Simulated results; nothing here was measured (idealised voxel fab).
process module | voxel quadruple lines
cross-section cut | 245 nm wide | cells 5 nm
A cross-section is a grid of square cells, given in bands from the top down. A band is one or more rows of cells.
Each band's line starts with the height of the band's top and of its bottom, in nm. Then come its materials from left to right, each with its width in nm. One material with "throughout" fills the band from edge to edge. "air" is empty space.
Height 0 is the level under which the wafer as received is all one material. The lowest band goes on downwards, as in "0 down".
A width such as "30 to 40" changes by the same amount from each row of cells to the next, from the band's top row to its bottom row.
"no change" after a step means that no cell of the cross-section changed.
closed voids: empty space of 8 cells or more with no open way to the top, each as width x height at its distance from the left edge, in nm
after a step's settings: what the simulator itself notes on the step
overlay nm, on a step with a mask: how far to the right of its planned place the mask lay; to the left if negative
plan
1 op RECEIVE | material Si
2 op CONFORMAL_DEP | material Al2O3 | thk nm 5
3 op DIRECTIONAL_DEP | material TiN | thk nm 10
4 op DIRECTIONAL_DEP | material polySi | thk nm 20
5 op DIRECTIONAL_DEP | material aC | thk nm 25
6 op PATTERN | tone cover | mask id MANDREL | material resist | width nm 35 | pitch nm 100 | thk nm 30 | overlay nm 0
7 op DIRECTIONAL_ETCH | etch materials aC | depth nm 25
8 op STRIP | etch materials resist
9 op CONFORMAL_DEP | material SiO2 | thk nm 15
10 op DIRECTIONAL_ETCH | etch materials SiO2 | depth nm 15
11 op STRIP | etch materials aC
12 op DIRECTIONAL_ETCH | etch materials polySi | depth nm 20
13 op STRIP | etch materials SiO2
14 op CONFORMAL_DEP | material SiCN | thk nm 10
15 op DIRECTIONAL_ETCH | etch materials SiCN | depth nm 10
16 op STRIP | etch materials polySi
17 op DIRECTIONAL_ETCH | etch materials TiN | depth nm 10
18 op STRIP | etch materials SiCN
first wafer, as planned
as received, after step 1
  0 down: Si throughout
  closed voids: none
after step 2
  5 to 0: Al2O3 throughout
  below 0: unchanged
after step 3
  15 to 5: TiN throughout
  below 5: unchanged
after step 4
  35 to 15: polySi throughout
  below 15: unchanged
after step 5
  60 to 35: aC throughout
  below 35: unchanged
after step 6
  90 to 60: air 55 | resist 35 | air 65 | resist 35 | air 55
  below 60: unchanged
after step 7
  65 to 60: air 55 | resist 35 | air 65 | resist 35 | air 55
  60 to 35: air 55 | aC 35 | air 65 | aC 35 | air 55
  below 35: unchanged
after step 8
  60 to 35: air 55 | aC 35 | air 65 | aC 35 | air 55
  below 35: unchanged
after step 9
  75 to 60: air 40 | SiO2 65 | air 35 | SiO2 65 | air 40
  60 to 50: air 40 | SiO2 15 | aC 35 | SiO2 15 | air 35 | SiO2 15 | aC 35 | SiO2 15 | air 40
  50 to 35: SiO2 55 | aC 35 | SiO2 65 | aC 35 | SiO2 55
  below 35: unchanged
after step 10
  60 to 35: air 40 | SiO2 15 | aC 35 | SiO2 15 | air 35 | SiO2 15 | aC 35 | SiO2 15 | air 40
  below 35: unchanged
after step 11
  60 to 35: air 40 | SiO2 15 | air 35 | SiO2 15 | air 35 | SiO2 15 | air 35 | SiO2 15 | air 40
  below 35: unchanged
after step 12
  60 to 35: air 40 | SiO2 15 | air 35 | SiO2 15 | air 35 | SiO2 15 | air 35 | SiO2 15 | air 40
  35 to 15: air 40 | polySi 15 | air 35 | polySi 15 | air 35 | polySi 15 | air 35 | polySi 15 | air 40
  below 15: unchanged
after step 13
  35 to 15: air 40 | polySi 15 | air 35 | polySi 15 | air 35 | polySi 15 | air 35 | polySi 15 | air 40
  below 15: unchanged
after step 14
  45 to 35: air 30 | SiCN 35 | air 15 | SiCN 35 | air 15 | SiCN 35 | air 15 | SiCN 35 | air 30
  35 to 25: air 30 | SiCN 10 | polySi 15 | SiCN 10 | air 15 | SiCN 10 | polySi 15 | SiCN 10 | air 15 | SiCN 10 | polySi 15 | SiCN 10 | air 15 | SiCN 10 | polySi 15 | SiCN 10 | air 30
  25 to 15: SiCN 40 | polySi 15 | SiCN 35 | polySi 15 | SiCN 35 | polySi 15 | SiCN 35 | polySi 15 | SiCN 40
  below 15: unchanged
after step 15
  35 to 15: air 30 | SiCN 10 | polySi 15 | SiCN 10 | air 15 | SiCN 10 | polySi 15 | SiCN 10 | air 15 | SiCN 10 | polySi 15 | SiCN 10 | air 15 | SiCN 10 | polySi 15 | SiCN 10 | air 30
  below 15: unchanged
after step 16
  35 to 15: air 30 | SiCN 10 | air 15 | SiCN 10 | air 15 | SiCN 10 | air 15 | SiCN 10 | air 15 | SiCN 10 | air 15 | SiCN 10 | air 15 | SiCN 10 | air 15 | SiCN 10 | air 30
  below 15: unchanged
after step 17
  35 to 15: air 30 | SiCN 10 | air 15 | SiCN 10 | air 15 | SiCN 10 | air 15 | SiCN 10 | air 15 | SiCN 10 | air 15 | SiCN 10 | air 15 | SiCN 10 | air 15 | SiCN 10 | air 30
  15 to 5: air 30 | TiN 10 | air 15 | TiN 10 | air 15 | TiN 10 | air 15 | TiN 10 | air 15 | TiN 10 | air 15 | TiN 10 | air 15 | TiN 10 | air 15 | TiN 10 | air 30
  below 5: unchanged
after step 18
  15 to 5: air 30 | TiN 10 | air 15 | TiN 10 | air 15 | TiN 10 | air 15 | TiN 10 | air 15 | TiN 10 | air 15 | TiN 10 | air 15 | TiN 10 | air 15 | TiN 10 | air 30
  below 5: unchanged
second wafer: like start, like plan, one mistake. Through step 1 it matches the first wafer
when step 2 should have ended: no change
when step 3 should have ended
  10 to 0: TiN throughout
  below 0: unchanged
when step 4 should have ended
  30 to 10: polySi throughout
  below 10: unchanged
when step 5 should have ended
  55 to 30: aC throughout
  below 30: unchanged
when step 6 should have ended
  85 to 55: air 55 | resist 35 | air 65 | resist 35 | air 55
  below 55: unchanged
when step 7 should have ended
  60 to 55: air 55 | resist 35 | air 65 | resist 35 | air 55
  55 to 30: air 55 | aC 35 | air 65 | aC 35 | air 55
  below 30: unchanged
when step 8 should have ended
  55 to 30: air 55 | aC 35 | air 65 | aC 35 | air 55
  below 30: unchanged
when step 9 should have ended
  70 to 55: air 40 | SiO2 65 | air 35 | SiO2 65 | air 40
  55 to 45: air 40 | SiO2 15 | aC 35 | SiO2 15 | air 35 | SiO2 15 | aC 35 | SiO2 15 | air 40
  45 to 30: SiO2 55 | aC 35 | SiO2 65 | aC 35 | SiO2 55
  below 30: unchanged
when step 10 should have ended
  55 to 30: air 40 | SiO2 15 | aC 35 | SiO2 15 | air 35 | SiO2 15 | aC 35 | SiO2 15 | air 40
  below 30: unchanged
when step 11 should have ended
  55 to 30: air 40 | SiO2 15 | air 35 | SiO2 15 | air 35 | SiO2 15 | air 35 | SiO2 15 | air 40
  below 30: unchanged
when step 12 should have ended
  55 to 30: air 40 | SiO2 15 | air 35 | SiO2 15 | air 35 | SiO2 15 | air 35 | SiO2 15 | air 40
  30 to 10: air 40 | polySi 15 | air 35 | polySi 15 | air 35 | polySi 15 | air 35 | polySi 15 | air 40
  below 10: unchanged
when step 13 should have ended
  30 to 10: air 40 | polySi 15 | air 35 | polySi 15 | air 35 | polySi 15 | air 35 | polySi 15 | air 40
  below 10: unchanged
when step 14 should have ended
  40 to 30: air 30 | SiCN 35 | air 15 | SiCN 35 | air 15 | SiCN 35 | air 15 | SiCN 35 | air 30
  30 to 20: air 30 | SiCN 10 | polySi 15 | SiCN 10 | air 15 | SiCN 10 | polySi 15 | SiCN 10 | air 15 | SiCN 10 | polySi 15 | SiCN 10 | air 15 | SiCN 10 | polySi 15 | SiCN 10 | air 30
  20 to 10: SiCN 40 | polySi 15 | SiCN 35 | polySi 15 | SiCN 35 | polySi 15 | SiCN 35 | polySi 15 | SiCN 40
  below 10: unchanged
when step 15 should have ended
  30 to 10: air 30 | SiCN 10 | polySi 15 | SiCN 10 | air 15 | SiCN 10 | polySi 15 | SiCN 10 | air 15 | SiCN 10 | polySi 15 | SiCN 10 | air 15 | SiCN 10 | polySi 15 | SiCN 10 | air 30
  below 10: unchanged
when step 16 should have ended
  30 to 10: air 30 | SiCN 10 | air 15 | SiCN 10 | air 15 | SiCN 10 | air 15 | SiCN 10 | air 15 | SiCN 10 | air 15 | SiCN 10 | air 15 | SiCN 10 | air 15 | SiCN 10 | air 30
  below 10: unchanged
when step 17 should have ended
  30 to 10: air 30 | SiCN 10 | air 15 | SiCN 10 | air 15 | SiCN 10 | air 15 | SiCN 10 | air 15 | SiCN 10 | air 15 | SiCN 10 | air 15 | SiCN 10 | air 15 | SiCN 10 | air 30
  10 to 0: air 30 | TiN 10 | air 15 | TiN 10 | air 15 | TiN 10 | air 15 | TiN 10 | air 15 | TiN 10 | air 15 | TiN 10 | air 15 | TiN 10 | air 15 | TiN 10 | air 30
  below 0: unchanged
when step 18 should have ended
  10 to 0: air 30 | TiN 10 | air 15 | TiN 10 | air 15 | TiN 10 | air 15 | TiN 10 | air 15 | TiN 10 | air 15 | TiN 10 | air 15 | TiN 10 | air 15 | TiN 10 | air 30
  below 0: unchanged
what went wrong: step 2 was left out
at the end the second wafer has, in cells: 49 fewer of Al2O3
